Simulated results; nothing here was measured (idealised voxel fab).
Proc. module: voxel transistor to metal
Section shown: cut. Width: 190 nm. Cell size: 5 nm, square.
Notation: cross-section as square-cell grid; stated in bands, top first, going down; one or more cell rows per band. Look at the band entry: it leads with the top's height and the bottom's height in nm. Then it lists the materials left to right, with a width in nm for each. The word "throughout" on a single material says that material fills the band edge to edge. The word "air" is empty space. Heights are reckoned from 0. Under this level, the received wafer is all of one material. The bottommost band is open-ended downward, for example "0..down". The notation "30 to 40" denotes a width that varies across the rows of cells in the band, beginning at the first number in the top row, finishing at the second number in the bottom row, and changing by an identical amount from each row to the next. Given "nothing different" for a step, no cell of the cross-section differs between before and after that step. Look at "Closed void entries" for the closed voids: empty spaces with no open path to the top, sized 8 cells or up. Each is width x height at distance, distance from the left edge, all nm. Heads up: the bit after the settings on a step's line is the simulator's remark on that step. The "overlay nm" setting may appear on a step's line; for a step that uses a mask, it gives how far to the right of its planned position the mask lay, and a negative value indicates the left.

So here's the lineup of process steps we planned:
1. op RECEIVE | material Si
2. op OXIDIZE | depth nm 5
3. op CONFORMAL_DEP | material SiN | thk nm 10
4. op MASKED_ETCH | tone cover | mask id ACTIVE | width nm 125 | etch materials SiN | depth nm 10 | overlay nm 0
5. op MASKED_ETCH | tone cover | mask id ACTIVE | width nm 125 | etch materials SiO2 | depth nm 5 | overlay nm 0
6. op MASKED_ETCH | tone cover | mask id ACTIVE | width nm 125 | etch materials Si | depth nm 20 | overlay nm 0
7. op OXIDIZE | depth nm 5
8. op FILL_DEP | material SiO2 | thk nm 5
9. op CMP | height nm 10
10. op SELECTIVE_ETCH | etch materials SiO2 | depth nm 5
11. op STRIP | etch materials SiN
12. op SELECTIVE_ETCH | etch materials SiO2 | depth nm 5
13. op OXIDIZE | depth nm 5
14. op DIRECTIONAL_DEP | material polySi | thk nm 30
15. op DIRECTIONAL_DEP | material SiCN | thk nm 10
16. op MASKED_ETCH | tone cover | mask id GATE | width nm 35 | etch materials SiCN | depth nm 20 | overlay nm 0
17. op MASKED_ETCH | tone cover | mask id GATE | width nm 35 | etch materials polySi | depth nm 40 | overlay nm 0
18. op CONFORMAL_DEP | material SiN | thk nm 5
19. op DIRECTIONAL_ETCH | etch materials SiN | depth nm 5
20. op DIRECTIONAL_ETCH | etch materials SiO2 | depth nm 5
21. op EPI | material pSi | thk nm 5
22. op FILL_DEP | material SiO2 | thk nm 10
23. op CMP | height nm 25
24. op STRIP | etch materials polySi
25. op SELECTIVE_ETCH | etch materials SiO2 | depth nm 5
26. op CONFORMAL_DEP | material HfO2 | thk nm 5
27. op CONFORMAL_DEP | material TiN | thk nm 5
28. op FILL_DEP | material W | thk nm 5
29. op CMP | height nm 20
30. op DIRECTIONAL_DEP | material SiO2 | thk nm 10
31. op MASKED_ETCH | tone open | mask id CONTACT | width nm 20 | pitch nm 85 | etch materials SiO2 | depth nm 35 | overlay nm 0
32. op CONFORMAL_DEP | material TiN | thk nm 5
33. op FILL_DEP | material Ru | thk nm 5
34. op CMP | height nm 30
35. op CONFORMAL_DEP | material SiCN | thk nm 5
36. op DIRECTIONAL_DEP | material SiO2 | thk nm 25
37. op PATTERN | tone open | mask id METAL_1 | material resist | width nm 20 | pitch nm 85 | thk nm 15 | overlay nm 0
38. op DIRECTIONAL_ETCH | etch materials SiO2 | depth nm 25
39. op DIRECTIONAL_ETCH | etch materials SiCN | depth nm 5
40. op STRIP | etch materials resist
41. op CONFORMAL_DEP | material TiN | thk nm 5
42. op FILL_DEP | material Cu | thk nm 5
43. op CMP | height nm 60
44. op EPI | material Ru | thk nm 5
45. op FILL_DEP | material SiCN | thk nm 5
46. op DIRECTIONAL_DEP | material lowk | thk nm 30
47. op PATTERN | tone open | mask id METAL_2_HOLES | material resist | width nm 15 | pitch nm 85 | thk nm 15 | overlay nm 0
48. op DIRECTIONAL_ETCH | etch materials lowk | depth nm 30
49. op STRIP | etch materials resist
50. op PATTERN | tone open | mask id METAL_2 | material resist | width nm 20 | pitch nm 85 | thk nm 15 | overlay nm 0
51. op DIRECTIONAL_ETCH | etch materials lowk | depth nm 20
52. op DIRECTIONAL_ETCH | etch materials SiCN | depth nm 5
53. op STRIP | etch materials resist
54. op CONFORMAL_DEP | material TiN | thk nm 5
55. op FILL_DEP | material Cu | thk nm 5
56. op CMP | height nm 100
57. op CONFORMAL_DEP | material SiN | thk nm 5
The thk nm used in step 32 is not the same on every wafer, whereas the starting condition is; the value printed in the plan is the first wafer's.

First of several wafers (as received, post step 1), cross-sectional view:
- 0..down | Si throughout
- Closed void entries: none

Where each wafer stands at the end of the module, a row apiece: cells of each material gained (+) or lost (-) since it was received, then closed voids:
thk nm 5, +38 Cu, +19 HfO2, +36 Ru, -136 Si, +88 SiCN, +50 SiN, +386 SiO2, +105 TiN, +12 W, +184 lowk, +16 pSi, Closed void entries: none
thk nm 10, +38 Cu, +19 HfO2, +12 Ru, -136 Si, +88 SiCN, +50 SiN, +386 SiO2, +129 TiN, +12 W, +184 lowk, +16 pSi, Closed void entries: none
thk nm 15, +38 Cu, +19 HfO2, +12 Ru, -136 Si, +88 SiCN, +50 SiN, +386 SiO2, +129 TiN, +12 W, +184 lowk, +16 pSi, Closed void entries: none
thk nm 20, +38 Cu, +19 HfO2, +12 Ru, -136 Si, +88 SiCN, +50 SiN, +386 SiO2, +129 TiN, +12 W, +184 lowk, +16 pSi, Closed void entries: none
